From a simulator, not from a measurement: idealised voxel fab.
The process module that follows is named voxel gate over fins.
We display cut, a cross-section 170 nm in width whose square cells are each 5 nm.
Cross-section format: a grid of square cells, given as bands from top to bottom; each band is one or more rows of cells.
Top, bottom (nm), then materials left to right with widths (nm); lone material tagged "throughout" fills the whole band edge to edge; "air" = empty space.
Height 0 is the level under which the wafer as received is all one material. The lowest band goes on downwards, as in "0 down".
Width spec "30 to 40" -> top row of cells at first value, bottom row at second value, equal per-row change in between.
Reading "same as before" for a step: not a cell of the cross-section changed in it.
Closed empty spaces (no open way to the top) of 8 cells or more are what "Sealed void listing" lists, each as width x height at distance from the left edge, nm for all three.
On each step's line, the part that comes after the settings is the simulator's own comment on the step.
What "overlay nm" on a step's line means: if the step has a mask, that mask lay this far to the right of its planned place, or, when the value is negative, to the left.
**These are the steps we planned for the process**
1,RECEIVE | material Si
2,CONFORMAL_DEP | material SiN | thk nm 5
3,DIRECTIONAL_DEP | material aC | thk nm 10
4,PATTERN | tone cover | mask id FINS | material resist | width nm 15 | pitch nm 55 | thk nm 30 | overlay nm 0
5,DIRECTIONAL_ETCH | etch materials aC | depth nm 10
6,STRIP | etch materials resist
7,DIRECTIONAL_ETCH | etch materials SiN | depth nm 5
8,DIRECTIONAL_ETCH | etch materials Si | depth nm 30
9,STRIP | etch materials aC
10,OXIDIZE | depth nm 5
11,FILL_DEP | material SiO2 | thk nm 5
12,CMP | height nm 5
13,MASKED_ETCH | tone open | mask id RAIL | width nm 15 | etch materials SiO2 | depth nm 30 | overlay nm 0
14,CONFORMAL_DEP | material TiN | thk nm 5
15,FILL_DEP | material W | thk nm 5
16,CMP | height nm 5
17,SELECTIVE_ETCH | etch materials W Ru TiN | depth nm 25
18,FILL_DEP | material SiO2 | thk nm 5
19,CMP | height nm 5
20,SELECTIVE_ETCH | etch materials SiO2 | depth nm 20
21,STRIP | etch materials SiN
22,CONFORMAL_DEP | material HfO2 | thk nm 5
23,CONFORMAL_DEP | material TiN | thk nm 5
24,FILL_DEP | material W | thk nm 15
25,CMP | height nm 20
26,CONFORMAL_DEP | material SiN | thk nm 10
**First wafer out of two, processed as planned**
**Delivered wafer in cross-section: state after step 1**
  0 down  Si throughout
  Sealed void listing: none
**Step 2 done - wafer cross-section**
  5 to 0  SiN throughout
  Everything below 0 is unchanged.
**Step 3 done - wafer cross-section**
  15 to 5  aC throughout
  Everything below 5 is unchanged.
**Step 4 done - wafer cross-section**
  45 to 15  20 air; 15 resist; 40 air; 15 resist; 40 air; 15 resist; 25 air
  Everything below 15 is unchanged.
**Step 5 done - wafer cross-section**
  35 to 15  20 air; 15 resist; 40 air; 15 resist; 40 air; 15 resist; 25 air
  15 to 5  20 air; 15 aC; 40 air; 15 aC; 40 air; 15 aC; 25 air
  Everything below 5 is unchanged.
**Step 6 done - wafer cross-section**
  15 to 5  20 air; 15 aC; 40 air; 15 aC; 40 air; 15 aC; 25 air
  Everything below 5 is unchanged.
**Step 7 done - wafer cross-section**
  15 to 5  20 air; 15 aC; 40 air; 15 aC; 40 air; 15 aC; 25 air
  5 to 0  20 air; 15 SiN; 40 air; 15 SiN; 40 air; 15 SiN; 25 air
  Everything below 0 is unchanged.
**Step 8 done - wafer cross-section**
  15 to 5  20 air; 15 aC; 40 air; 15 aC; 40 air; 15 aC; 25 air
  5 to 0  20 air; 15 SiN; 40 air; 15 SiN; 40 air; 15 SiN; 25 air
  0 to -30  20 air; 15 Si; 40 air; 15 Si; 40 air; 15 Si; 25 air
  Everything below -30 is unchanged.
**Step 9 done - wafer cross-section**
  5 to 0  20 air; 15 SiN; 40 air; 15 SiN; 40 air; 15 SiN; 25 air
  Everything below 0 is unchanged.
**Step 10 done - wafer cross-section**
  5 to 0  20 air; 15 SiN; 40 air; 15 SiN; 40 air; 15 SiN; 25 air
  0 to -30  20 air; 5 SiO2; 5 Si; 5 SiO2; 40 air; 5 SiO2; 5 Si; 5 SiO2; 40 air; 5 SiO2; 5 Si; 5 SiO2; 25 air
  -30 to -35  25 SiO2; 5 Si; 50 SiO2; 5 Si; 50 SiO2; 5 Si; 30 SiO2
  Everything below -35 is unchanged.
**Step 11 done - wafer cross-section**
  10 to 5  SiO2 throughout
  5 to 0  20 SiO2; 15 SiN; 40 SiO2; 15 SiN; 40 SiO2; 15 SiN; 25 SiO2
  0 to -35  25 SiO2; 5 Si; 50 SiO2; 5 Si; 50 SiO2; 5 Si; 30 SiO2
  Everything below -35 is unchanged.
**Step 12 done - wafer cross-section**
  5 to 0  20 SiO2; 15 SiN; 40 SiO2; 15 SiN; 40 SiO2; 15 SiN; 25 SiO2
  Everything below 0 is unchanged.
**Step 13 done - wafer cross-section**
  5 to 0  20 SiO2; 15 SiN; 10 SiO2; 15 air; 15 SiO2; 15 SiN; 40 SiO2; 15 SiN; 25 SiO2
  0 to -25  25 SiO2; 5 Si; 15 SiO2; 15 air; 20 SiO2; 5 Si; 50 SiO2; 5 Si; 30 SiO2
  Everything below -25 is unchanged.
**Step 14 done - wafer cross-section**
  10 to 5  50 TiN; 5 air; 115 TiN
  5 to 0  20 SiO2; 15 SiN; 10 SiO2; 5 TiN; 5 air; 5 TiN; 15 SiO2; 15 SiN; 40 SiO2; 15 SiN; 25 SiO2
  0 to -20  25 SiO2; 5 Si; 15 SiO2; 5 TiN; 5 air; 5 TiN; 20 SiO2; 5 Si; 50 SiO2; 5 Si; 30 SiO2
  -20 to -25  25 SiO2; 5 Si; 15 SiO2; 15 TiN; 20 SiO2; 5 Si; 50 SiO2; 5 Si; 30 SiO2
  Everything below -25 is unchanged.
**Step 15 done - wafer cross-section**
  15 to 10  W throughout
  10 to 5  50 TiN; 5 W; 115 TiN
  5 to 0  20 SiO2; 15 SiN; 10 SiO2; 5 TiN; 5 W; 5 TiN; 15 SiO2; 15 SiN; 40 SiO2; 15 SiN; 25 SiO2
  0 to -20  25 SiO2; 5 Si; 15 SiO2; 5 TiN; 5 W; 5 TiN; 20 SiO2; 5 Si; 50 SiO2; 5 Si; 30 SiO2
  Everything below -20 is unchanged.
**Step 16 done - wafer cross-section**
  5 to 0  20 SiO2; 15 SiN; 10 SiO2; 5 TiN; 5 W; 5 TiN; 15 SiO2; 15 SiN; 40 SiO2; 15 SiN; 25 SiO2
  Everything below 0 is unchanged.
**Step 17 done - wafer cross-section**
  5 to 0  20 SiO2; 15 SiN; 10 SiO2; 15 air; 15 SiO2; 15 SiN; 40 SiO2; 15 SiN; 25 SiO2
  0 to -20  25 SiO2; 5 Si; 15 SiO2; 15 air; 20 SiO2; 5 Si; 50 SiO2; 5 Si; 30 SiO2
  Everything below -20 is unchanged.
**Step 18 done - wafer cross-section**
  10 to 5  SiO2 throughout
  5 to 0  20 SiO2; 15 SiN; 40 SiO2; 15 SiN; 40 SiO2; 15 SiN; 25 SiO2
  0 to -20  25 SiO2; 5 Si; 50 SiO2; 5 Si; 50 SiO2; 5 Si; 30 SiO2
  Everything below -20 is unchanged.
**Step 19 done - wafer cross-section**
  5 to 0  20 SiO2; 15 SiN; 40 SiO2; 15 SiN; 40 SiO2; 15 SiN; 25 SiO2
  Everything below 0 is unchanged.
**Step 20 done - wafer cross-section**
  5 to 0  20 air; 15 SiN; 40 air; 15 SiN; 40 air; 15 SiN; 25 air
  0 to -15  25 air; 5 Si; 50 air; 5 Si; 50 air; 5 Si; 30 air
  Everything below -15 is unchanged.
**Step 21 done - wafer cross-section**
  0 to -15  25 air; 5 Si; 50 air; 5 Si; 50 air; 5 Si; 30 air
  Everything below -15 is unchanged.
**Step 22 done - wafer cross-section**
  5 to 0  20 air; 15 HfO2; 40 air; 15 HfO2; 40 air; 15 HfO2; 25 air
  0 to -10  20 air; 5 HfO2; 5 Si; 5 HfO2; 40 air; 5 HfO2; 5 Si; 5 HfO2; 40 air; 5 HfO2; 5 Si; 5 HfO2; 25 air
  -10 to -15  25 HfO2; 5 Si; 50 HfO2; 5 Si; 50 HfO2; 5 Si; 30 HfO2
  Everything below -15 is unchanged.
**Step 23 done - wafer cross-section**
  10 to 5  15 air; 25 TiN; 30 air; 25 TiN; 30 air; 25 TiN; 20 air
  5 to 0  15 air; 5 TiN; 15 HfO2; 5 TiN; 30 air; 5 TiN; 15 HfO2; 5 TiN; 30 air; 5 TiN; 15 HfO2; 5 TiN; 20 air
  0 to -5  15 air; 5 TiN; 5 HfO2; 5 Si; 5 HfO2; 5 TiN; 30 air; 5 TiN; 5 HfO2; 5 Si; 5 HfO2; 5 TiN; 30 air; 5 TiN; 5 HfO2; 5 Si; 5 HfO2; 5 TiN; 20 air
  -5 to -10  20 TiN; 5 HfO2; 5 Si; 5 HfO2; 40 TiN; 5 HfO2; 5 Si; 5 HfO2; 40 TiN; 5 HfO2; 5 Si; 5 HfO2; 25 TiN
  Everything below -10 is unchanged.
**Step 24 done - wafer cross-section**
  25 to 10  W throughout
  10 to 5  15 W; 25 TiN; 30 W; 25 TiN; 30 W; 25 TiN; 20 W
  5 to 0  15 W; 5 TiN; 15 HfO2; 5 TiN; 30 W; 5 TiN; 15 HfO2; 5 TiN; 30 W; 5 TiN; 15 HfO2; 5 TiN; 20 W
  0 to -5  15 W; 5 TiN; 5 HfO2; 5 Si; 5 HfO2; 5 TiN; 30 W; 5 TiN; 5 HfO2; 5 Si; 5 HfO2; 5 TiN; 30 W; 5 TiN; 5 HfO2; 5 Si; 5 HfO2; 5 TiN; 20 W
  Everything below -5 is unchanged.
**Step 25 done - wafer cross-section**
  20 to 10  W throughout
  Everything below 10 is unchanged.
**Step 26 done - wafer cross-section**
  30 to 20  SiN throughout
  Everything below 20 is unchanged.
**The remaining wafer, second of the two, started like the first and was run to the same plan, except that one mistake was made along the way; the two coincide through step 25, inclusive**
**when step 26 should have ended**
  30 to 20  SiO2 throughout
  Everything below 20 is unchanged.
What was done differently from what was planned? planned and actual differ for step 26; actual: CONFORMAL_DEP | material SiO2 | thk nm 10
Upon completion, the second wafer contains, in terms of cells, a greater or smaller amount of certain materials than the first wafer: 68 fewer of SiN | 68 more of SiO2
